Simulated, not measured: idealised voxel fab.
Presented below is a process module, voxel gate over fins.
We display cut, a cross-section 235 nm in width whose square cells are each 5 nm.
Cross-section layout: square cells on a grid; listed as bands, top to bottom; a band spans one or more cell rows.
What a band's entry tells you: where the top is and where the bottom is, as heights in nm, and after that what lies inside, material by material from left to right, each with its width in nm. Empty space is written as the word "empty", and a single material marked with the word "everywhere" occupies the band from edge to edge.
Below 0: as-received wafer, all one material; heights counted from there. Lowest band: no bottom, goes on down, written "from 0 down".
The two numbers in a width such as "30->40" mark its ends across the band: the first belongs to the top row of cells, the second to the bottom row, and from each row to the next the width moves by the same amount.
A step reported as "nothing different" is a step in which no cell of the cross-section changed.
For the entry "Unvented internal voids", the listed items are empty spaces with no open way to the top whose size is 8 cells or more; each item follows the pattern width x height at distance, where distance is from the left edge and all three are in nm.
Heads up: the bit after the settings on a step's line is the simulator's remark on that step.
overlay nm: how far to the right of its planned place the mask lay on this masked step (negative: to the left).
plan:
1,RECEIVE,material Si
2,CONFORMAL_DEP,material SiN,thk nm 10
3,DIRECTIONAL_DEP,material aC,thk nm 15
4,PATTERN,tone cover,mask id FINS,material resist,width nm 15,pitch nm 45,thk nm 35,overlay nm 0
5,DIRECTIONAL_ETCH,etch materials aC,depth nm 15
6,STRIP,etch materials resist
7,DIRECTIONAL_ETCH,etch materials SiN,depth nm 10
8,DIRECTIONAL_ETCH,etch materials Si,depth nm 40
9,STRIP,etch materials aC
10,OXIDIZE,depth nm 5
11,FILL_DEP,material SiO2,thk nm 5
12,CMP,height nm 10
13,SELECTIVE_ETCH,etch materials SiO2,depth nm 20
14,STRIP,etch materials SiN
15,CONFORMAL_DEP,material HfO2,thk nm 5
16,CONFORMAL_DEP,material TiN,thk nm 5
17,FILL_DEP,material W,thk nm 10
18,CMP,height nm 15
19,CONFORMAL_DEP,material SiN,thk nm 10
What follows covers the first of two wafers; it ran as planned:
Cross-section of the wafer as it came to us, i.e., already through step 1:
    from 0 down = Si everywhere
    Unvented internal voids: none
Cross-section of the wafer subsequent to step 2:
    from 10 to 0 = SiN everywhere
    Rest of section, below 0: as before.
Cross-section of the wafer subsequent to step 3:
    from 25 to 10 = aC everywhere
    Rest of section, below 10: as before.
Cross-section of the wafer subsequent to step 4:
    from 60 to 25 = 85 nm empty, 15 nm resist, 30 nm empty, 15 nm resist, 90 nm empty
    Rest of section, below 25: as before.
Cross-section of the wafer subsequent to step 5:
    from 45 to 25 = 85 nm empty, 15 nm resist, 30 nm empty, 15 nm resist, 90 nm empty
    from 25 to 10 = 85 nm empty, 15 nm aC, 30 nm empty, 15 nm aC, 90 nm empty
    Rest of section, below 10: as before.
Cross-section of the wafer subsequent to step 6:
    from 25 to 10 = 85 nm empty, 15 nm aC, 30 nm empty, 15 nm aC, 90 nm empty
    Rest of section, below 10: as before.
Cross-section of the wafer subsequent to step 7:
    from 25 to 10 = 85 nm empty, 15 nm aC, 30 nm empty, 15 nm aC, 90 nm empty
    from 10 to 0 = 85 nm empty, 15 nm SiN, 30 nm empty, 15 nm SiN, 90 nm empty
    Rest of section, below 0: as before.
Cross-section of the wafer subsequent to step 8:
    from 25 to 10 = 85 nm empty, 15 nm aC, 30 nm empty, 15 nm aC, 90 nm empty
    from 10 to 0 = 85 nm empty, 15 nm SiN, 30 nm empty, 15 nm SiN, 90 nm empty
    from 0 to -40 = 85 nm empty, 15 nm Si, 30 nm empty, 15 nm Si, 90 nm empty
    Rest of section, below -40: as before.
Cross-section of the wafer subsequent to step 9:
    from 10 to 0 = 85 nm empty, 15 nm SiN, 30 nm empty, 15 nm SiN, 90 nm empty
    Rest of section, below 0: as before.
Cross-section of the wafer subsequent to step 10:
    from 10 to 0 = 85 nm empty, 15 nm SiN, 30 nm empty, 15 nm SiN, 90 nm empty
    from 0 to -40 = 85 nm empty, 5 nm SiO2, 5 nm Si, 5 nm SiO2, 30 nm empty, 5 nm SiO2, 5 nm Si, 5 nm SiO2, 90 nm empty
    from -40 to -45 = 90 nm SiO2, 5 nm Si, 40 nm SiO2, 5 nm Si, 95 nm SiO2
    Rest of section, below -45: as before.
Cross-section of the wafer subsequent to step 11:
    from 15 to 10 = SiO2 everywhere
    from 10 to 0 = 85 nm SiO2, 15 nm SiN, 30 nm SiO2, 15 nm SiN, 90 nm SiO2
    from 0 to -45 = 90 nm SiO2, 5 nm Si, 40 nm SiO2, 5 nm Si, 95 nm SiO2
    Rest of section, below -45: as before.
Cross-section of the wafer subsequent to step 12:
    from 10 to 0 = 85 nm SiO2, 15 nm SiN, 30 nm SiO2, 15 nm SiN, 90 nm SiO2
    Rest of section, below 0: as before.
Cross-section of the wafer subsequent to step 13:
    from 10 to 0 = 85 nm empty, 15 nm SiN, 30 nm empty, 15 nm SiN, 90 nm empty
    from 0 to -10 = 90 nm empty, 5 nm Si, 40 nm empty, 5 nm Si, 95 nm empty
    Rest of section, below -10: as before.
Cross-section of the wafer subsequent to step 14:
    from 0 to -10 = 90 nm empty, 5 nm Si, 40 nm empty, 5 nm Si, 95 nm empty
    Rest of section, below -10: as before.
Cross-section of the wafer subsequent to step 15:
    from 5 to 0 = 85 nm empty, 15 nm HfO2, 30 nm empty, 15 nm HfO2, 90 nm empty
    from 0 to -5 = 85 nm empty, 5 nm HfO2, 5 nm Si, 5 nm HfO2, 30 nm empty, 5 nm HfO2, 5 nm Si, 5 nm HfO2, 90 nm empty
    from -5 to -10 = 90 nm HfO2, 5 nm Si, 40 nm HfO2, 5 nm Si, 95 nm HfO2
    Rest of section, below -10: as before.
Cross-section of the wafer subsequent to step 16:
    from 10 to 5 = 80 nm empty, 25 nm TiN, 20 nm empty, 25 nm TiN, 85 nm empty
    from 5 to 0 = 80 nm empty, 5 nm TiN, 15 nm HfO2, 5 nm TiN, 20 nm empty, 5 nm TiN, 15 nm HfO2, 5 nm TiN, 85 nm empty
    from 0 to -5 = 85 nm TiN, 5 nm HfO2, 5 nm Si, 5 nm HfO2, 30 nm TiN, 5 nm HfO2, 5 nm Si, 5 nm HfO2, 90 nm TiN
    Rest of section, below -5: as before.
Cross-section of the wafer subsequent to step 17:
    from 20 to 10 = W everywhere
    from 10 to 5 = 80 nm W, 25 nm TiN, 20 nm W, 25 nm TiN, 85 nm W
    from 5 to 0 = 80 nm W, 5 nm TiN, 15 nm HfO2, 5 nm TiN, 20 nm W, 5 nm TiN, 15 nm HfO2, 5 nm TiN, 85 nm W
    Rest of section, below 0: as before.
Cross-section of the wafer subsequent to step 18:
    from 15 to 10 = W everywhere
    Rest of section, below 10: as before.
Cross-section of the wafer subsequent to step 19:
    from 25 to 15 = SiN everywhere
    Rest of section, below 15: as before.
Okay, second wafer. Nothing different at the start, nothing different in the plan, just one mistake somewhere in the running. As far as step 12, counting that step, it's the first wafer all over again:
when step 13 should have ended:
    from 10 to 0 = 85 nm SiO2, 15 nm empty, 30 nm SiO2, 15 nm empty, 90 nm SiO2
    Rest of section, below 0: as before.
when step 14 should have ended:
    from 0 to -10 = 90 nm empty, 5 nm Si, 40 nm empty, 5 nm Si, 95 nm empty
    from -10 to -20 = 65 nm SiO2, 25 nm empty, 5 nm Si, 40 nm empty, 5 nm Si, 25 nm empty, 70 nm SiO2
    Rest of section, below -20: as before.
when step 15 should have ended:
    from 5 to 0 = 85 nm empty, 15 nm HfO2, 30 nm empty, 15 nm HfO2, 90 nm empty
    from 0 to -5 = 85 nm empty, 5 nm HfO2, 5 nm Si, 5 nm HfO2, 30 nm empty, 5 nm HfO2, 5 nm Si, 5 nm HfO2, 90 nm empty
    from -5 to -10 = 70 nm HfO2, 15 nm empty, 5 nm HfO2, 5 nm Si, 5 nm HfO2, 30 nm empty, 5 nm HfO2, 5 nm Si, 5 nm HfO2, 15 nm empty, 75 nm HfO2
    from -10 to -15 = 65 nm SiO2, 5 nm HfO2, 15 nm empty, 5 nm HfO2, 5 nm Si, 5 nm HfO2, 30 nm empty, 5 nm HfO2, 5 nm Si, 5 nm HfO2, 15 nm empty, 5 nm HfO2, 70 nm SiO2
    from -15 to -20 = 65 nm SiO2, 25 nm HfO2, 5 nm Si, 40 nm HfO2, 5 nm Si, 25 nm HfO2, 70 nm SiO2
    Rest of section, below -20: as before.
when step 16 should have ended:
    from 10 to 5 = 80 nm empty, 25 nm TiN, 20 nm empty, 25 nm TiN, 85 nm empty
    from 5 to 0 = 80 nm empty, 5 nm TiN, 15 nm HfO2, 5 nm TiN, 20 nm empty, 5 nm TiN, 15 nm HfO2, 5 nm TiN, 85 nm empty
    from 0 to -5 = 75 nm TiN, 5 nm empty, 5 nm TiN, 5 nm HfO2, 5 nm Si, 5 nm HfO2, 5 nm TiN, 20 nm empty, 5 nm TiN, 5 nm HfO2, 5 nm Si, 5 nm HfO2, 5 nm TiN, 5 nm empty, 80 nm TiN
    from -5 to -10 = 70 nm HfO2, 5 nm TiN, 5 nm empty, 5 nm TiN, 5 nm HfO2, 5 nm Si, 5 nm HfO2, 5 nm TiN, 20 nm empty, 5 nm TiN, 5 nm HfO2, 5 nm Si, 5 nm HfO2, 5 nm TiN, 5 nm empty, 5 nm TiN, 75 nm HfO2
    from -10 to -15 = 65 nm SiO2, 5 nm HfO2, 15 nm TiN, 5 nm HfO2, 5 nm Si, 5 nm HfO2, 30 nm TiN, 5 nm HfO2, 5 nm Si, 5 nm HfO2, 15 nm TiN, 5 nm HfO2, 70 nm SiO2
    Rest of section, below -15: as before.
when step 17 should have ended:
    from 20 to 10 = W everywhere
    from 10 to 5 = 80 nm W, 25 nm TiN, 20 nm W, 25 nm TiN, 85 nm W
    from 5 to 0 = 80 nm W, 5 nm TiN, 15 nm HfO2, 5 nm TiN, 20 nm W, 5 nm TiN, 15 nm HfO2, 5 nm TiN, 85 nm W
    from 0 to -5 = 75 nm TiN, 5 nm W, 5 nm TiN, 5 nm HfO2, 5 nm Si, 5 nm HfO2, 5 nm TiN, 20 nm W, 5 nm TiN, 5 nm HfO2, 5 nm Si, 5 nm HfO2, 5 nm TiN, 5 nm W, 80 nm TiN
    from -5 to -10 = 70 nm HfO2, 5 nm TiN, 5 nm W, 5 nm TiN, 5 nm HfO2, 5 nm Si, 5 nm HfO2, 5 nm TiN, 20 nm W, 5 nm TiN, 5 nm HfO2, 5 nm Si, 5 nm HfO2, 5 nm TiN, 5 nm W, 5 nm TiN, 75 nm HfO2
    Rest of section, below -10: as before.
when step 18 should have ended:
    from 15 to 10 = W everywhere
    Rest of section, below 10: as before.
when step 19 should have ended:
    from 25 to 15 = SiN everywhere
    Rest of section, below 15: as before.
Diagnosis: deviation from plan: step 14 and step 13 executed in one another's positions
End check, counted in cells, second wafer has more or fewer of these materials than the first: HfO2 +12; SiO2 -36; TiN +12; W +12
